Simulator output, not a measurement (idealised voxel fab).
This section sets out a process module, namely voxel wiring stack.
Square cell edge 5 nm, section width 190 nm, ID cut.
In this document a cross-section is written as a grid of square cells. It is given as a series of bands, listed from the top down, and a band is one or more rows of cells. Heights first: top, then bottom, in nm. Then materials, left to right, each with a width in nm. "everywhere" on a single material: fills the band edge to edge. "empty": empty space. Zero point of the height axis is 0; under it, received wafer = one material. Lowest band: continues down indefinitely, "0 and below". Width "30..40": first value at the band's top row of cells, second value at its bottom row, equal change from row to row. No cell of the cross-section changed in a step that is given as "remains unaltered". "Voids, fully enclosed" enumerates empty spaces isolated from the top, with no open way to it, that contain at least 8 cells, giving each as width x height at distance from the left edge, all three in nm. On each step's line, the part that comes after the settings is the simulator's own comment on the step. overlay nm: mask offset rightward from planned place, masked step; negative means leftward offset.
The planned process steps are enumerated hereunder
- 1: RECEIVE: material Si
- 2: CONFORMAL_DEP: material SiO2, thk nm 10
- 3: DIRECTIONAL_DEP: material TiN, thk nm 5
- 4: DIRECTIONAL_DEP: material Ru, thk nm 25
- 5: PATTERN: tone cover, mask id METAL_1, material resist, width nm 25, pitch nm 40, thk nm 15, overlay nm 0
- 6: DIRECTIONAL_ETCH: etch materials Ru, depth nm 25
- 7: DIRECTIONAL_ETCH: etch materials TiN, depth nm 5
- 8: STRIP: etch materials resist
- 9: CONFORMAL_DEP: material SiCN, thk nm 5
- 10: FILL_DEP: material SiO2, thk nm 10
- 11: CMP: height nm 40
- 12: CONFORMAL_DEP: material SiCN, thk nm 5
- 13: DIRECTIONAL_DEP: material SiO2, thk nm 10
- 14: MASKED_ETCH: tone open, mask id PLUG_1, width nm 15, pitch nm 40, etch materials SiO2, depth nm 10, overlay nm 0
- 15: MASKED_ETCH: tone open, mask id PLUG_1, width nm 15, pitch nm 40, etch materials SiCN, depth nm 5, overlay nm 0
- 16: CONFORMAL_DEP: material TiN, thk nm 5
- 17: FILL_DEP: material W, thk nm 10
- 18: CMP: height nm 55
- 19: CONFORMAL_DEP: material SiN, thk nm 5
- 20: DIRECTIONAL_DEP: material SiO2, thk nm 20
- 21: DIRECTIONAL_DEP: material aC, thk nm 15
- 22: PATTERN: tone open, mask id METAL_2, material resist, width nm 25, pitch nm 40, thk nm 30, overlay nm 0
- 23: DIRECTIONAL_ETCH: etch materials aC, depth nm 15
- 24: STRIP: etch materials resist
- 25: DIRECTIONAL_ETCH: etch materials SiO2, depth nm 20
- 26: DIRECTIONAL_ETCH: etch materials SiN, depth nm 5
- 27: STRIP: etch materials aC
- 28: CONFORMAL_DEP: material TiN, thk nm 5
- 29: FILL_DEP: material Cu, thk nm 10
- 30: CMP: height nm 80
- 31: EPI: material Ru, thk nm 5
- 32: FILL_DEP: material SiCN, thk nm 5
As received, after step 1
    0 and below: Si everywhere
    Voids, fully enclosed: none
Final cross-section, module run with one mistake (start and plan as above)
    85 down to 80: 35 empty  35 Ru  5 empty  35 Ru  5 empty  35 Ru  40 empty
    80 down to 60: 40 SiO2  5 TiN  15 Cu  5 TiN  15 SiO2  5 TiN  15 Cu  5 TiN  15 SiO2  5 TiN  15 Cu  5 TiN  45 SiO2
    60 down to 55: 40 SiN  25 TiN  15 SiN  25 TiN  15 SiN  25 TiN  45 SiN
    55 down to 45: 40 SiO2  5 TiN  5 W  5 TiN  25 SiO2  5 TiN  5 W  5 TiN  25 SiO2  5 TiN  5 W  5 TiN  55 SiO2
    45 down to 40: 40 SiCN  15 TiN  25 SiCN  15 TiN  25 SiCN  15 TiN  55 SiCN
    40 down to 15: 35 SiO2  5 SiCN  25 Ru  5 SiCN  5 SiO2  5 SiCN  25 Ru  5 SiCN  5 SiO2  5 SiCN  25 Ru  5 SiCN  40 SiO2
    15 down to 10: 40 SiCN  25 TiN  15 SiCN  25 TiN  15 SiCN  25 TiN  45 SiCN
    10 down to 0: SiO2 everywhere
    0 and below: Si everywhere
    Voids, fully enclosed: none
Plan not followed: the plan's step 32 went unexecuted, having been skipped
